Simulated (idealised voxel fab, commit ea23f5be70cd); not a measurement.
process module | voxel wiring stack
cross-section cut | 245 nm wide | cells 5 nm
A cross-section is a grid of square cells, given in bands from the top down. A band is one or more rows of cells.
Each band's line starts with the height of the band's top and of its bottom, in nm. Then come its materials from left to right, each with its width in nm. One material with "throughout" fills the band from edge to edge. "air" is empty space.
Height 0 is the level under which the wafer as received is all one material. The lowest band goes on downwards, as in "0 down".
A width such as "30 to 40" changes by the same amount from each row of cells to the next, from the band's top row to its bottom row.
"no change" after a step means that no cell of the cross-section changed.
closed voids: empty space of 8 cells or more with no open way to the top, each as width x height at its distance from the left edge, in nm
after a step's settings: what the simulator itself notes on the step
overlay nm, on a step with a mask: how far to the right of its planned place the mask lay; to the left if negative
plan
1 op RECEIVE | material Si
2 op CONFORMAL_DEP | material SiO2 | thk nm 15
3 op DIRECTIONAL_DEP | material TiN | thk nm 5
4 op DIRECTIONAL_DEP | material Ru | thk nm 15
5 op DIRECTIONAL_DEP | material aC | thk nm 15
6 op PATTERN | tone cover | mask id METAL_1 | material resist | width nm 30 | pitch nm 50 | thk nm 30 | overlay nm 0
7 op DIRECTIONAL_ETCH | etch materials aC | depth nm 15
8 op STRIP | etch materials resist
9 op DIRECTIONAL_ETCH | etch materials Ru | depth nm 15
10 op DIRECTIONAL_ETCH | etch materials TiN | depth nm 5
11 op STRIP | etch materials aC
12 op FILL_DEP | material SiO2 | thk nm 5
13 op CMP | height nm 35
14 op CONFORMAL_DEP | material SiCN | thk nm 5
15 op DIRECTIONAL_DEP | material lowk | thk nm 30
16 op PATTERN | tone open | mask id METAL_2 | material resist | width nm 30 | pitch nm 50 | thk nm 15 | overlay nm 0
17 op DIRECTIONAL_ETCH | etch materials lowk | depth nm 15
18 op STRIP | etch materials resist
19 op PATTERN | tone open | mask id METAL_2_HOLES | material resist | width nm 15 | pitch nm 50 | thk nm 15 | overlay nm 0
20 op DIRECTIONAL_ETCH | etch materials lowk | depth nm 15
21 op DIRECTIONAL_ETCH | etch materials SiCN | depth nm 5
22 op STRIP | etch materials resist
23 op CONFORMAL_DEP | material TiN | thk nm 5
24 op FILL_DEP | material Cu | thk nm 10
25 op CMP | height nm 70
26 op CONFORMAL_DEP | material SiCN | thk nm 5
27 op DIRECTIONAL_DEP | material lowk | thk nm 30
28 op PATTERN | tone open | mask id METAL_3 | material resist | width nm 30 | pitch nm 50 | thk nm 20 | overlay nm 0
29 op DIRECTIONAL_ETCH | etch materials lowk | depth nm 15
30 op STRIP | etch materials resist
31 op PATTERN | tone open | mask id METAL_3_HOLES | material resist | width nm 15 | thk nm 15 | overlay nm 0
32 op DIRECTIONAL_ETCH | etch materials lowk | depth nm 15
33 op DIRECTIONAL_ETCH | etch materials SiCN | depth nm 5
34 op STRIP | etch materials resist
35 op CONFORMAL_DEP | material TiN | thk nm 5
36 op FILL_DEP | material Cu | thk nm 10
37 op CMP | height nm 105
38 op CONFORMAL_DEP | material SiN | thk nm 5
as received, after step 1
  0 down: Si throughout
  closed voids: none
a wafer at the end: this start, this plan, one mistake
  110 to 105: SiN throughout
  105 to 95: lowk 80 | TiN 5 | Cu 20 | TiN 5 | lowk 20 | TiN 5 | Cu 20 | TiN 5 | lowk 85
  95 to 90: lowk 80 | TiN 5 | Cu 5 | TiN 20 | lowk 20 | TiN 30 | lowk 85
  90 to 75: lowk 80 | TiN 5 | Cu 5 | TiN 5 | lowk 150
  75 to 70: SiCN 80 | TiN 15 | SiCN 150
  70 to 65: lowk 80 | TiN 5 | Cu 5 | TiN 20 | lowk 20 | TiN 5 | Cu 5 | TiN 20 | lowk 85
  65 to 50: lowk 80 | TiN 5 | Cu 5 | TiN 5 | lowk 35 | TiN 5 | Cu 5 | TiN 5 | lowk 100
  50 to 45: SiCN 80 | TiN 15 | SiCN 35 | TiN 15 | SiCN 100
  45 to 35: SiCN throughout
  35 to 20: SiO2 80 | Ru 30 | SiO2 20 | Ru 30 | SiO2 85
  20 to 15: SiO2 80 | TiN 30 | SiO2 20 | TiN 30 | SiO2 85
  15 to 0: SiO2 throughout
  0 down: Si throughout
  closed voids: none
what went wrong: step 14 ran as: op CONFORMAL_DEP | material SiCN | thk nm 15
